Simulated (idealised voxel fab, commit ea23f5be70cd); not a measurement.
Presented below is a process module, voxel self aligned contacts.
Displayed cross-section: cut, width of 270 nm, square cells sized 5 nm.
Format of a cross-section: grid, square cells. Given as bands. Order: top down. Band: one or more rows of cells.
Heights first: top, then bottom, in nm. Then materials, left to right, each with a width in nm. "all across" on a single material: fills the band edge to edge. "air": empty space.
Basically, 0 is our baseline, since under it the wafer straight out of the box is all one material. The bottom band has no lower end and keeps on going down, so it looks like "0..down".
Quick explanation for "30->40": the width changes in equal steps down the rows of cells, from the first number in the band's top row to the second number in its bottom row.
"identical to before" for a step: no cell of the cross-section changed in that step.
Closed empty spaces (no open way to the top) of 8 cells or more are what "Enclosed void entries" lists, each as width x height at distance from the left edge, nm for all three.
Past the settings on a step's line: simulator remark, on that step.
On any step carrying a mask, the "overlay nm" setting, if present on the step's line, tells how far right of its planned place the mask lay; negative values point to the left.
Steps in the process plan
1 RECEIVE: material Si
2 OXIDIZE: depth nm 5
3 DIRECTIONAL_DEP: material polySi, thk nm 30
4 DIRECTIONAL_DEP: material SiN, thk nm 15
5 MASKED_ETCH: tone cover, mask id GATE, width nm 25, pitch nm 55, etch materials SiN, depth nm 15, overlay nm 0
6 MASKED_ETCH: tone cover, mask id GATE, width nm 25, pitch nm 55, etch materials polySi, depth nm 30, overlay nm 0
7 CONFORMAL_DEP: material SiN, thk nm 5
8 DIRECTIONAL_ETCH: etch materials SiN, depth nm 5
9 FILL_DEP: material SiO2, thk nm 10
10 CMP: height nm 50
11 MASKED_ETCH: tone open, mask id CONTACT, width nm 40, pitch nm 55, etch materials SiO2, depth nm 55, overlay nm 0
12 CONFORMAL_DEP: material TiN, thk nm 5
13 FILL_DEP: material Ru, thk nm 10
14 CMP: height nm 50
15 CONFORMAL_DEP: material SiCN, thk nm 5
as received, after step 1
0..down  Si all across
Enclosed void entries: none
The first of two wafers, cross-sectioned at the end of the module, with the run proceeding as planned
55..50  SiCN all across
50..45  SiO2 85, then TiN 15, then Ru 10, then TiN 15, then SiO2 15, then TiN 15, then Ru 10, then TiN 15, then SiO2 90
45..30  SiO2 60, then SiN 35, then TiN 5, then Ru 10, then TiN 5, then SiN 35, then TiN 5, then Ru 10, then TiN 5, then SiN 35, then SiO2 65
30..0  SiO2 60, then SiN 5, then polySi 25, then SiN 5, then TiN 5, then Ru 10, then TiN 5, then SiN 5, then polySi 25, then SiN 5, then TiN 5, then Ru 10, then TiN 5, then SiN 5, then polySi 25, then SiN 5, then SiO2 65
0..-5  SiO2 95, then TiN 20, then SiO2 35, then TiN 20, then SiO2 100
-5..down  Si all across
Enclosed void entries: none
Wafer two, sectioned after the module: the first wafer's start, the first wafer's plan, and one mistake in how it was run
55..50  SiCN all across
50..45  SiO2 95, then TiN 5, then Ru 10, then TiN 25, then SiO2 15, then TiN 5, then Ru 10, then TiN 25, then SiO2 80
45..30  SiO2 60, then SiN 35, then TiN 5, then Ru 10, then TiN 5, then SiN 35, then TiN 5, then Ru 10, then TiN 5, then SiN 35, then SiO2 65
30..0  SiO2 60, then SiN 5, then polySi 25, then SiN 5, then TiN 5, then Ru 10, then TiN 5, then SiN 5, then polySi 25, then SiN 5, then TiN 5, then Ru 10, then TiN 5, then SiN 5, then polySi 25, then SiN 5, then SiO2 65
0..-5  SiO2 95, then TiN 20, then SiO2 35, then TiN 20, then SiO2 100
-5..down  Si all across
Enclosed void entries: none
Short version of what went wrong: it should be noted that step 11 was executed with settings other than those planned, the operation and settings actually applied being MASKED_ETCH: tone open, mask id CONTACT, width nm 40, pitch nm 55, etch materials SiO2, depth nm 55, overlay nm 10
Final wafers compared: equal cell tally per material, rearranged layout.
